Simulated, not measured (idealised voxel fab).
Process module under the name voxel gate over fins
Displayed cross-section: cut, width of 240 nm, square cells sized 5 nm.
Cross-section = grid of square cells, listed top down in bands; band = one or more rows.
Read a band's entry like this: the first values are the height of its top and the height of its bottom in nm, and what follows is the sequence of materials from left to right, each with its width in nm. Note that "blank" is empty space, and that a single material marked "full width" reaches across the band from edge to edge.
For the purposes of this specification, 0 denotes the height below which the wafer in its as-received condition is composed wholly of one material, and the lowermost band, lacking a lower limit, extends downward without end, as expressed in "from 0 down".
The notation "30->40" denotes a width that varies across the rows of cells in the band, beginning at the first number in the top row, finishing at the second number in the bottom row, and changing by an identical amount from each row to the next.
Basically "nothing changed" means that step didn't change any cell in the cross-section.
Entry "Completely enclosed voids" = empty spaces >= 8 cells with no open way to the top; each as width x height at distance, distance from left edge, all nm.
Formally, on a step line, whatever follows the settings is a remark that the simulator itself makes on the step.
Each step line may optionally specify "overlay nm", which for a step with a mask gives the rightward distance between the mask's planned place and where it lay, a negative value indicating the leftward direction.
**Planned step list for the process**
1) RECEIVE [material Si]
2) CONFORMAL_DEP [material SiN] [thk nm 10]
3) PATTERN [tone cover] [mask id FINS] [material resist] [width nm 15] [pitch nm 35] [thk nm 15] [overlay nm 0]
4) DIRECTIONAL_ETCH [etch materials SiN] [depth nm 10]
5) DIRECTIONAL_ETCH [etch materials Si] [depth nm 40]
6) STRIP [etch materials resist]
7) FILL_DEP [material SiO2] [thk nm 10]
8) CMP [height nm 0]
9) SELECTIVE_ETCH [etch materials SiO2] [depth nm 20]
10) STRIP [etch materials SiN]
11) CONFORMAL_DEP [material HfO2] [thk nm 5]
12) CONFORMAL_DEP [material TiN] [thk nm 5]
13) CONFORMAL_DEP [material TiAl] [thk nm 5]
14) CONFORMAL_DEP [material TiN] [thk nm 5]
15) FILL_DEP [material W] [thk nm 10]
16) CMP [height nm 25]
17) CONFORMAL_DEP [material SiCN] [thk nm 10]
Don't read the plan's height nm for step 8 as applying to every wafer: that's the first wafer's value, and the wafers differ in it, though they all start identical.
**Cut through the first of several wafers as received, post step 1**
    from 0 down | Si full width
    Completely enclosed voids: none
**Below: a row per wafer. Contents at end of module: for every material, cells gained since receipt (+) or lost since receipt (-); then closed voids**
height nm 0, +72 HfO2, -312 Si, +96 SiCN, +156 SiO2, +56 TiAl, +128 TiN, +140 W, Completely enclosed voids: none
height nm 5, +66 HfO2, -312 Si, +96 SiCN, +195 SiO2, +54 TiAl, +120 TiN, +117 W, Completely enclosed voids: none
height nm 10, +60 HfO2, -312 Si, +96 SiCN, +234 SiO2, +52 TiAl, +112 TiN, +94 W, Completely enclosed voids: none
height nm 15, +54 HfO2, -312 Si, +96 SiCN, +273 SiO2, +50 TiAl, +104 TiN, +71 W, Completely enclosed voids: none
height nm 20, +48 HfO2, -312 Si, +96 SiCN, +312 SiO2, +48 TiAl, +96 TiN, +48 W, Completely enclosed voids: none
